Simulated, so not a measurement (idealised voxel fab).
The process module that follows is named voxel fin reveal.
Section cut is 255 nm wide and gridded with 5 nm square cells.
The cross-sections in this document take the form of a grid made of square cells. They are written out as bands, in order from top to bottom. Each band consists of one or more rows of cells. Each band's line starts with the height of the band's top and of its bottom, in nm. Then come its materials from left to right, each with its width in nm. One material with "edge to edge" fills the band from edge to edge. "air" is empty space. Note: height 0 marks the level under which the wafer is uniformly one material as received. Lowest band unbounded below, written "0 nm and below". It should be noted that a width expressed as "30..40" varies in equal increments from row to row of cells within the band, taking the value of the first number at the top row and that of the second number at the bottom row. No cell of the cross-section changed in a step that is given as "no alterations made". "closed voids" - sealed voids, min. 8 cells, no opening to top; format: width x height at distance (distance from left edge; nm throughout). Heads up: the bit after the settings on a step's line is the simulator's remark on that step. overlay nm: step with mask; distance mask lay right of planned place; negative value = left of planned place.
Process steps foreseen in the plan
step 1: RECEIVE: material Si
step 2: CONFORMAL_DEP: material SiN, thk nm 10
step 3: DIRECTIONAL_DEP: material aC, thk nm 15
step 4: PATTERN: tone cover, mask id FINS, material resist, width nm 15, pitch nm 35, thk nm 30, overlay nm 0
step 5: DIRECTIONAL_ETCH: etch materials aC, depth nm 15
step 6: STRIP: etch materials resist
step 7: DIRECTIONAL_ETCH: etch materials SiN, depth nm 10
step 8: DIRECTIONAL_ETCH: etch materials Si, depth nm 30
step 9: STRIP: etch materials aC
step 10: OXIDIZE: depth nm 5
step 11: FILL_DEP: material SiO2, thk nm 5
step 12: CMP: height nm 10
step 13: SELECTIVE_ETCH: etch materials SiO2, depth nm 30
step 14: STRIP: etch materials SiN
First wafer out of two, processed as planned
Cross-section of the incoming wafer, state after step 1
0 nm and below: Si edge to edge
closed voids: none
Wafer xsec, post step 2
10 nm to 0 nm: SiN edge to edge
Under 0: no change, same as before.
Wafer xsec, post step 3
25 nm to 10 nm: aC edge to edge
Under 10: no change, same as before.
Wafer xsec, post step 4
55 nm to 25 nm: 100 of air / 15 of resist / 20 of air / 15 of resist / 105 of air
Under 25: no change, same as before.
Wafer xsec, post step 5
40 nm to 25 nm: 100 of air / 15 of resist / 20 of air / 15 of resist / 105 of air
25 nm to 10 nm: 100 of air / 15 of aC / 20 of air / 15 of aC / 105 of air
Under 10: no change, same as before.
Wafer xsec, post step 6
25 nm to 10 nm: 100 of air / 15 of aC / 20 of air / 15 of aC / 105 of air
Under 10: no change, same as before.
Wafer xsec, post step 7
25 nm to 10 nm: 100 of air / 15 of aC / 20 of air / 15 of aC / 105 of air
10 nm to 0 nm: 100 of air / 15 of SiN / 20 of air / 15 of SiN / 105 of air
Under 0: no change, same as before.
Wafer xsec, post step 8
25 nm to 10 nm: 100 of air / 15 of aC / 20 of air / 15 of aC / 105 of air
10 nm to 0 nm: 100 of air / 15 of SiN / 20 of air / 15 of SiN / 105 of air
0 nm to -30 nm: 100 of air / 15 of Si / 20 of air / 15 of Si / 105 of air
Under -30: no change, same as before.
Wafer xsec, post step 9
10 nm to 0 nm: 100 of air / 15 of SiN / 20 of air / 15 of SiN / 105 of air
Under 0: no change, same as before.
Wafer xsec, post step 10
10 nm to 0 nm: 100 of air / 15 of SiN / 20 of air / 15 of SiN / 105 of air
0 nm to -30 nm: 100 of air / 5 of SiO2 / 5 of Si / 5 of SiO2 / 20 of air / 5 of SiO2 / 5 of Si / 5 of SiO2 / 105 of air
-30 nm to -35 nm: 105 of SiO2 / 5 of Si / 30 of SiO2 / 5 of Si / 110 of SiO2
Under -35: no change, same as before.
Wafer xsec, post step 11
15 nm to 10 nm: SiO2 edge to edge
10 nm to 0 nm: 100 of SiO2 / 15 of SiN / 20 of SiO2 / 15 of SiN / 105 of SiO2
0 nm to -35 nm: 105 of SiO2 / 5 of Si / 30 of SiO2 / 5 of Si / 110 of SiO2
Under -35: no change, same as before.
Wafer xsec, post step 12
10 nm to 0 nm: 100 of SiO2 / 15 of SiN / 20 of SiO2 / 15 of SiN / 105 of SiO2
Under 0: no change, same as before.
Wafer xsec, post step 13
10 nm to 0 nm: 100 of air / 15 of SiN / 20 of air / 15 of SiN / 105 of air
0 nm to -20 nm: 105 of air / 5 of Si / 30 of air / 5 of Si / 110 of air
Under -20: no change, same as before.
Wafer xsec, post step 14
0 nm to -20 nm: 105 of air / 5 of Si / 30 of air / 5 of Si / 110 of air
Under -20: no change, same as before.
Second of two: same start, same plan, one run error; steps up to and including 3 match the first
Cross-section: second wafer, time at which step 4 was scheduled to end
55 nm to 25 nm: 100 of resist / 15 of air / 20 of resist / 15 of air / 105 of resist
Under 25: no change, same as before.
Cross-section: second wafer, time at which step 5 was scheduled to end
40 nm to 25 nm: 100 of resist / 15 of air / 20 of resist / 15 of air / 105 of resist
25 nm to 10 nm: 100 of aC / 15 of air / 20 of aC / 15 of air / 105 of aC
Under 10: no change, same as before.
Cross-section: second wafer, time at which step 6 was scheduled to end
25 nm to 10 nm: 100 of aC / 15 of air / 20 of aC / 15 of air / 105 of aC
Under 10: no change, same as before.
Cross-section: second wafer, time at which step 7 was scheduled to end
25 nm to 10 nm: 100 of aC / 15 of air / 20 of aC / 15 of air / 105 of aC
10 nm to 0 nm: 100 of SiN / 15 of air / 20 of SiN / 15 of air / 105 of SiN
Under 0: no change, same as before.
Cross-section: second wafer, time at which step 8 was scheduled to end
25 nm to 10 nm: 100 of aC / 15 of air / 20 of aC / 15 of air / 105 of aC
10 nm to 0 nm: 100 of SiN / 15 of air / 20 of SiN / 15 of air / 105 of SiN
0 nm to -30 nm: 100 of Si / 15 of air / 20 of Si / 15 of air / 105 of Si
Under -30: no change, same as before.
Cross-section: second wafer, time at which step 9 was scheduled to end
10 nm to 0 nm: 100 of SiN / 15 of air / 20 of SiN / 15 of air / 105 of SiN
Under 0: no change, same as before.
Cross-section: second wafer, time at which step 10 was scheduled to end
10 nm to 0 nm: 100 of SiN / 15 of air / 20 of SiN / 15 of air / 105 of SiN
0 nm to -30 nm: 95 of Si / 5 of SiO2 / 15 of air / 5 of SiO2 / 10 of Si / 5 of SiO2 / 15 of air / 5 of SiO2 / 100 of Si
-30 nm to -35 nm: 95 of Si / 25 of SiO2 / 10 of Si / 25 of SiO2 / 100 of Si
Under -35: no change, same as before.
Cross-section: second wafer, time at which step 11 was scheduled to end
15 nm to 10 nm: SiO2 edge to edge
10 nm to 0 nm: 100 of SiN / 15 of SiO2 / 20 of SiN / 15 of SiO2 / 105 of SiN
0 nm to -35 nm: 95 of Si / 25 of SiO2 / 10 of Si / 25 of SiO2 / 100 of Si
Under -35: no change, same as before.
Cross-section: second wafer, time at which step 12 was scheduled to end
10 nm to 0 nm: 100 of SiN / 15 of SiO2 / 20 of SiN / 15 of SiO2 / 105 of SiN
Under 0: no change, same as before.
Cross-section: second wafer, time at which step 13 was scheduled to end
10 nm to 0 nm: 100 of SiN / 15 of air / 20 of SiN / 15 of air / 105 of SiN
0 nm to -20 nm: 95 of Si / 25 of air / 10 of Si / 25 of air / 100 of Si
Under -20: no change, same as before.
Cross-section: second wafer, time at which step 14 was scheduled to end
0 nm to -20 nm: 95 of Si / 25 of air / 10 of Si / 25 of air / 100 of Si
Under -20: no change, same as before.
Nonconformance to the process plan: step 4 went in with a setting other than planned; the actual run was PATTERN: tone open, mask id FINS, material resist, width nm 15, pitch nm 35, thk nm 30, overlay nm 0
End of process, cell counts, second wafer against first, materials with more or fewer: +273 Si, -117 SiO2
